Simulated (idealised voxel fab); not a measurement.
This is a process module. Its name is voxel gate over fins.
Shown is cross-section cut, with a width of 175 nm and square cells of size 5 nm.
Each cross-section below is a grid of square cells, stated as bands in top-down order, with one or more rows of cells making up each band.
Band: top and bottom heights (nm) first, top before bottom; then materials from left to right, widths in nm. "everywhere" marks a sole material filling the band edge to edge. "air" denotes empty space.
Height datum 0, below which the as-received substrate wafer is one material. Lowest band open at the bottom, running downward: "0..down".
The notation "30..40" denotes a width that varies across the rows of cells in the band, beginning at the first number in the top row, finishing at the second number in the bottom row, and changing by an identical amount from each row to the next.
Where a step carries "nothing was modified", the cross-section came out of it unchanged, cell for cell.
You'll see "Completely sealed voids" listing empty spaces that have no way open to the top, as long as they're 8 cells or more; the notation is width x height at distance, where the distance is from the left edge, and all of it is in nm.
Whatever follows a step's settings on its line is a remark the simulator itself makes about that step.
"overlay nm" denotes, for a step that has a mask, the displacement of the mask to the right of its planned place, with negative values corresponding to the left.
-- These are the steps we planned for the process
1. RECEIVE, material Si
2. CONFORMAL_DEP, material SiN, thk nm 10
3. MASKED_ETCH, tone cover, mask id FINS, width nm 15, pitch nm 45, etch materials SiN, depth nm 10, overlay nm 0
4. MASKED_ETCH, tone cover, mask id FINS, width nm 15, pitch nm 45, etch materials Si, depth nm 30, overlay nm 0
5. OXIDIZE, depth nm 5
6. FILL_DEP, material SiO2, thk nm 5
7. CMP, height nm 10
8. SELECTIVE_ETCH, etch materials SiO2, depth nm 20
9. STRIP, etch materials SiN
10. CONFORMAL_DEP, material HfO2, thk nm 5
11. CONFORMAL_DEP, material TiN, thk nm 5
12. CONFORMAL_DEP, material TiAl, thk nm 5
13. CONFORMAL_DEP, material TiN, thk nm 5
14. FILL_DEP, material W, thk nm 10
15. CMP, height nm 25
16. CONFORMAL_DEP, material SiCN, thk nm 5
-- First of two wafers - as planned
-- As-received wafer cross-section (after step 1)
* 0..down | Si everywhere
* Completely sealed voids: none
-- Step 2 done - wafer cross-section
* 10..0 | SiN everywhere
* Beneath the level 0, the cross-section is identical to its previous state.
-- Step 3 done - wafer cross-section
* 10..0 | air (35) | SiN (15) | air (30) | SiN (15) | air (30) | SiN (15) | air (35)
* Beneath the level 0, the cross-section is identical to its previous state.
-- Step 4 done - wafer cross-section
* 10..0 | air (35) | SiN (15) | air (30) | SiN (15) | air (30) | SiN (15) | air (35)
* 0..-30 | air (35) | Si (15) | air (30) | Si (15) | air (30) | Si (15) | air (35)
* Beneath the level -30, the cross-section is identical to its previous state.
-- Step 5 done - wafer cross-section
* 10..0 | air (35) | SiN (15) | air (30) | SiN (15) | air (30) | SiN (15) | air (35)
* 0..-30 | air (35) | SiO2 (5) | Si (5) | SiO2 (5) | air (30) | SiO2 (5) | Si (5) | SiO2 (5) | air (30) | SiO2 (5) | Si (5) | SiO2 (5) | air (35)
* -30..-35 | SiO2 (40) | Si (5) | SiO2 (40) | Si (5) | SiO2 (40) | Si (5) | SiO2 (40)
* Beneath the level -35, the cross-section is identical to its previous state.
-- Step 6 done - wafer cross-section
* 15..10 | SiO2 everywhere
* 10..0 | SiO2 (35) | SiN (15) | SiO2 (30) | SiN (15) | SiO2 (30) | SiN (15) | SiO2 (35)
* 0..-35 | SiO2 (40) | Si (5) | SiO2 (40) | Si (5) | SiO2 (40) | Si (5) | SiO2 (40)
* Beneath the level -35, the cross-section is identical to its previous state.
-- Step 7 done - wafer cross-section
* 10..0 | SiO2 (35) | SiN (15) | SiO2 (30) | SiN (15) | SiO2 (30) | SiN (15) | SiO2 (35)
* Beneath the level 0, the cross-section is identical to its previous state.
-- Step 8 done - wafer cross-section
* 10..0 | air (35) | SiN (15) | air (30) | SiN (15) | air (30) | SiN (15) | air (35)
* 0..-10 | air (40) | Si (5) | air (40) | Si (5) | air (40) | Si (5) | air (40)
* Beneath the level -10, the cross-section is identical to its previous state.
-- Step 9 done - wafer cross-section
* 0..-10 | air (40) | Si (5) | air (40) | Si (5) | air (40) | Si (5) | air (40)
* Beneath the level -10, the cross-section is identical to its previous state.
-- Step 10 done - wafer cross-section
* 5..0 | air (35) | HfO2 (15) | air (30) | HfO2 (15) | air (30) | HfO2 (15) | air (35)
* 0..-5 | air (35) | HfO2 (5) | Si (5) | HfO2 (5) | air (30) | HfO2 (5) | Si (5) | HfO2 (5) | air (30) | HfO2 (5) | Si (5) | HfO2 (5) | air (35)
* -5..-10 | HfO2 (40) | Si (5) | HfO2 (40) | Si (5) | HfO2 (40) | Si (5) | HfO2 (40)
* Beneath the level -10, the cross-section is identical to its previous state.
-- Step 11 done - wafer cross-section
* 10..5 | air (30) | TiN (25) | air (20) | TiN (25) | air (20) | TiN (25) | air (30)
* 5..0 | air (30) | TiN (5) | HfO2 (15) | TiN (5) | air (20) | TiN (5) | HfO2 (15) | TiN (5) | air (20) | TiN (5) | HfO2 (15) | TiN (5) | air (30)
* 0..-5 | TiN (35) | HfO2 (5) | Si (5) | HfO2 (5) | TiN (30) | HfO2 (5) | Si (5) | HfO2 (5) | TiN (30) | HfO2 (5) | Si (5) | HfO2 (5) | TiN (35)
* Beneath the level -5, the cross-section is identical to its previous state.
-- Step 12 done - wafer cross-section
* 15..10 | air (25) | TiAl (35) | air (10) | TiAl (35) | air (10) | TiAl (35) | air (25)
* 10..5 | air (25) | TiAl (5) | TiN (25) | TiAl (5) | air (10) | TiAl (5) | TiN (25) | TiAl (5) | air (10) | TiAl (5) | TiN (25) | TiAl (5) | air (25)
* 5..0 | TiAl (30) | TiN (5) | HfO2 (15) | TiN (5) | TiAl (20) | TiN (5) | HfO2 (15) | TiN (5) | TiAl (20) | TiN (5) | HfO2 (15) | TiN (5) | TiAl (30)
* Beneath the level 0, the cross-section is identical to its previous state.
-- Step 13 done - wafer cross-section
* 20..15 | air (20) | TiN (135) | air (20)
* 15..10 | air (20) | TiN (5) | TiAl (35) | TiN (10) | TiAl (35) | TiN (10) | TiAl (35) | TiN (5) | air (20)
* 10..5 | TiN (25) | TiAl (5) | TiN (25) | TiAl (5) | TiN (10) | TiAl (5) | TiN (25) | TiAl (5) | TiN (10) | TiAl (5) | TiN (25) | TiAl (5) | TiN (25)
* Beneath the level 5, the cross-section is identical to its previous state.
-- Step 14 done - wafer cross-section
* 30..20 | W everywhere
* 20..15 | W (20) | TiN (135) | W (20)
* 15..10 | W (20) | TiN (5) | TiAl (35) | TiN (10) | TiAl (35) | TiN (10) | TiAl (35) | TiN (5) | W (20)
* Beneath the level 10, the cross-section is identical to its previous state.
-- Step 15 done - wafer cross-section
* 25..20 | W everywhere
* Beneath the level 20, the cross-section is identical to its previous state.
-- Step 16 done - wafer cross-section
* 30..25 | SiCN everywhere
* Beneath the level 25, the cross-section is identical to its previous state.
-- Regarding the second of the two wafers: it shared the first wafer's starting condition and process plan, yet one error occurred during its execution. Its history coincides with that of the first wafer up to and including step 3
-- Cross-section, second wafer, at the end time the plan gives for step 4
* 10..0 | air (35) | SiN (15) | air (30) | SiN (15) | air (30) | SiN (15) | air (35)
* 0..-60 | air (35) | Si (15) | air (30) | Si (15) | air (30) | Si (15) | air (35)
* Beneath the level -60, the cross-section is identical to its previous state.
-- Cross-section, second wafer, at the end time the plan gives for step 5
* 10..0 | air (35) | SiN (15) | air (30) | SiN (15) | air (30) | SiN (15) | air (35)
* 0..-60 | air (35) | SiO2 (5) | Si (5) | SiO2 (5) | air (30) | SiO2 (5) | Si (5) | SiO2 (5) | air (30) | SiO2 (5) | Si (5) | SiO2 (5) | air (35)
* -60..-65 | SiO2 (40) | Si (5) | SiO2 (40) | Si (5) | SiO2 (40) | Si (5) | SiO2 (40)
* Beneath the level -65, the cross-section is identical to its previous state.
-- Cross-section, second wafer, at the end time the plan gives for step 6
* 15..10 | SiO2 everywhere
* 10..0 | SiO2 (35) | SiN (15) | SiO2 (30) | SiN (15) | SiO2 (30) | SiN (15) | SiO2 (35)
* 0..-65 | SiO2 (40) | Si (5) | SiO2 (40) | Si (5) | SiO2 (40) | Si (5) | SiO2 (40)
* Beneath the level -65, the cross-section is identical to its previous state.
-- Cross-section, second wafer, at the end time the plan gives for step 7
* 10..0 | SiO2 (35) | SiN (15) | SiO2 (30) | SiN (15) | SiO2 (30) | SiN (15) | SiO2 (35)
* Beneath the level 0, the cross-section is identical to its previous state.
-- Cross-section, second wafer, at the end time the plan gives for step 8
* 10..0 | air (35) | SiN (15) | air (30) | SiN (15) | air (30) | SiN (15) | air (35)
* 0..-10 | air (40) | Si (5) | air (40) | Si (5) | air (40) | Si (5) | air (40)
* Beneath the level -10, the cross-section is identical to its previous state.
-- Cross-section, second wafer, at the end time the plan gives for step 9
* 0..-10 | air (40) | Si (5) | air (40) | Si (5) | air (40) | Si (5) | air (40)
* Beneath the level -10, the cross-section is identical to its previous state.
-- Cross-section, second wafer, at the end time the plan gives for step 10
* 5..0 | air (35) | HfO2 (15) | air (30) | HfO2 (15) | air (30) | HfO2 (15) | air (35)
* 0..-5 | air (35) | HfO2 (5) | Si (5) | HfO2 (5) | air (30) | HfO2 (5) | Si (5) | HfO2 (5) | air (30) | HfO2 (5) | Si (5) | HfO2 (5) | air (35)
* -5..-10 | HfO2 (40) | Si (5) | HfO2 (40) | Si (5) | HfO2 (40) | Si (5) | HfO2 (40)
* Beneath the level -10, the cross-section is identical to its previous state.
-- Cross-section, second wafer, at the end time the plan gives for step 11
* 10..5 | air (30) | TiN (25) | air (20) | TiN (25) | air (20) | TiN (25) | air (30)
* 5..0 | air (30) | TiN (5) | HfO2 (15) | TiN (5) | air (20) | TiN (5) | HfO2 (15) | TiN (5) | air (20) | TiN (5) | HfO2 (15) | TiN (5) | air (30)
* 0..-5 | TiN (35) | HfO2 (5) | Si (5) | HfO2 (5) | TiN (30) | HfO2 (5) | Si (5) | HfO2 (5) | TiN (30) | HfO2 (5) | Si (5) | HfO2 (5) | TiN (35)
* Beneath the level -5, the cross-section is identical to its previous state.
-- Cross-section, second wafer, at the end time the plan gives for step 12
* 15..10 | air (25) | TiAl (35) | air (10) | TiAl (35) | air (10) | TiAl (35) | air (25)
* 10..5 | air (25) | TiAl (5) | TiN (25) | TiAl (5) | air (10) | TiAl (5) | TiN (25) | TiAl (5) | air (10) | TiAl (5) | TiN (25) | TiAl (5) | air (25)
* 5..0 | TiAl (30) | TiN (5) | HfO2 (15) | TiN (5) | TiAl (20) | TiN (5) | HfO2 (15) | TiN (5) | TiAl (20) | TiN (5) | HfO2 (15) | TiN (5) | TiAl (30)
* Beneath the level 0, the cross-section is identical to its previous state.
-- Cross-section, second wafer, at the end time the plan gives for step 13
* 20..15 | air (20) | TiN (135) | air (20)
* 15..10 | air (20) | TiN (5) | TiAl (35) | TiN (10) | TiAl (35) | TiN (10) | TiAl (35) | TiN (5) | air (20)
* 10..5 | TiN (25) | TiAl (5) | TiN (25) | TiAl (5) | TiN (10) | TiAl (5) | TiN (25) | TiAl (5) | TiN (10) | TiAl (5) | TiN (25) | TiAl (5) | TiN (25)
* Beneath the level 5, the cross-section is identical to its previous state.
-- Cross-section, second wafer, at the end time the plan gives for step 14
* 30..20 | W everywhere
* 20..15 | W (20) | TiN (135) | W (20)
* 15..10 | W (20) | TiN (5) | TiAl (35) | TiN (10) | TiAl (35) | TiN (10) | TiAl (35) | TiN (5) | W (20)
* Beneath the level 10, the cross-section is identical to its previous state.
-- Cross-section, second wafer, at the end time the plan gives for step 15
* 25..20 | W everywhere
* Beneath the level 20, the cross-section is identical to its previous state.
-- Cross-section, second wafer, at the end time the plan gives for step 16
* 30..25 | SiCN everywhere
* Beneath the level 25, the cross-section is identical to its previous state.
Deviation noted in wafer processing: plan step 4 was conducted twice
FYI, end of process, the second wafer has more or fewer cells of some materials than the first: 192 fewer of Si; 192 more of SiO2
